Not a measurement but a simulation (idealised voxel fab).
Herein follows the process module entitled voxel trench capacitor.
We display cut, a cross-section 290 nm in width whose square cells are each 5 nm.
Cross-section, as written here: a square-cell grid given band by band from the top down, where a band holds one or more rows of cells. Band: top and bottom heights (nm) first, top before bottom; then materials from left to right, widths in nm. "full width" marks a sole material filling the band edge to edge. "empty" denotes empty space. Heights are expressed relative to 0, this being the level below which the as-received wafer comprises one material exclusively. The lowest band is unbounded in the downward direction and is denoted as in "0 nm and below". Read "30 to 40" as a graded width: first number on top, second number at the bottom, same change between each pair of neighbouring rows. "remained the same" (step): cross-section cells unchanged, all of them. "Closed voids list" means: voids of 8 cells or more that are shut off from the top with no open way through. Written width x height at distance, distance from the left edge, in nm. Where a step's line continues beyond its settings, the continuation is a remark by the simulator itself on that step. "overlay nm" answers the question of how far to the right of plan the mask lay on a step that has a mask, and when it is negative the answer is to the left.

Set out below are the planned steps of the process:
1: op RECEIVE | material Si
2: op CONFORMAL_DEP | material SiN | thk nm 5
3: op DIRECTIONAL_DEP | material aC | thk nm 10
4: op PATTERN | tone open | mask id TRENCH | material resist | width nm 25 | pitch nm 50 | thk nm 25 | overlay nm 0
5: op DIRECTIONAL_ETCH | etch materials aC | depth nm 10
6: op STRIP | etch materials resist
7: op DIRECTIONAL_ETCH | etch materials SiN | depth nm 5
8: op DIRECTIONAL_ETCH | etch materials Si | depth nm 30
9: op STRIP | etch materials aC
10: op CONFORMAL_DEP | material SiO2 | thk nm 5
11: op FILL_DEP | material polySi | thk nm 10
12: op CMP | height nm 5

Wafer cross-section on receipt, i.e. after step 1:
0 nm and below | Si full width
Closed voids list: none

End-of-module cross-section of the first of two wafers, processed as planned:
5 nm to 0 nm | SiN (55) / SiO2 (5) / polySi (15) / SiO2 (5) / SiN (25) / SiO2 (5) / polySi (15) / SiO2 (5) / SiN (25) / SiO2 (5) / polySi (15) / SiO2 (5) / SiN (25) / SiO2 (5) / polySi (15) / SiO2 (5) / SiN (60)
0 nm to -25 nm | Si (55) / SiO2 (5) / polySi (15) / SiO2 (5) / Si (25) / SiO2 (5) / polySi (15) / SiO2 (5) / Si (25) / SiO2 (5) / polySi (15) / SiO2 (5) / Si (25) / SiO2 (5) / polySi (15) / SiO2 (5) / Si (60)
-25 nm to -30 nm | Si (55) / SiO2 (25) / Si (25) / SiO2 (25) / Si (25) / SiO2 (25) / Si (25) / SiO2 (25) / Si (60)
-30 nm and below | Si full width
Closed voids list: none

Cross-section, wafer two of two, end of module: same start and plan as wafer one, one error in execution:
5 nm to 0 nm | polySi (50) / SiO2 (5) / SiN (25) / SiO2 (5) / polySi (15) / SiO2 (5) / SiN (25) / SiO2 (5) / polySi (15) / SiO2 (5) / SiN (25) / SiO2 (5) / polySi (15) / SiO2 (5) / SiN (25) / SiO2 (5) / polySi (55)
0 nm to -25 nm | polySi (50) / SiO2 (5) / Si (25) / SiO2 (5) / polySi (15) / SiO2 (5) / Si (25) / SiO2 (5) / polySi (15) / SiO2 (5) / Si (25) / SiO2 (5) / polySi (15) / SiO2 (5) / Si (25) / SiO2 (5) / polySi (55)
-25 nm to -30 nm | SiO2 (55) / Si (25) / SiO2 (25) / Si (25) / SiO2 (25) / Si (25) / SiO2 (25) / Si (25) / SiO2 (60)
-30 nm and below | Si full width
Closed voids list: none
Want to know what went wrong? the process deviated at step 4: the operation and settings actually run there were op PATTERN | tone cover | mask id TRENCH | material resist | width nm 25 | pitch nm 50 | thk nm 25 | overlay nm 0
Count the cells at the end and the second wafer has more or fewer of some materials than the first: Si -108; SiN -18; SiO2 +18; polySi +108
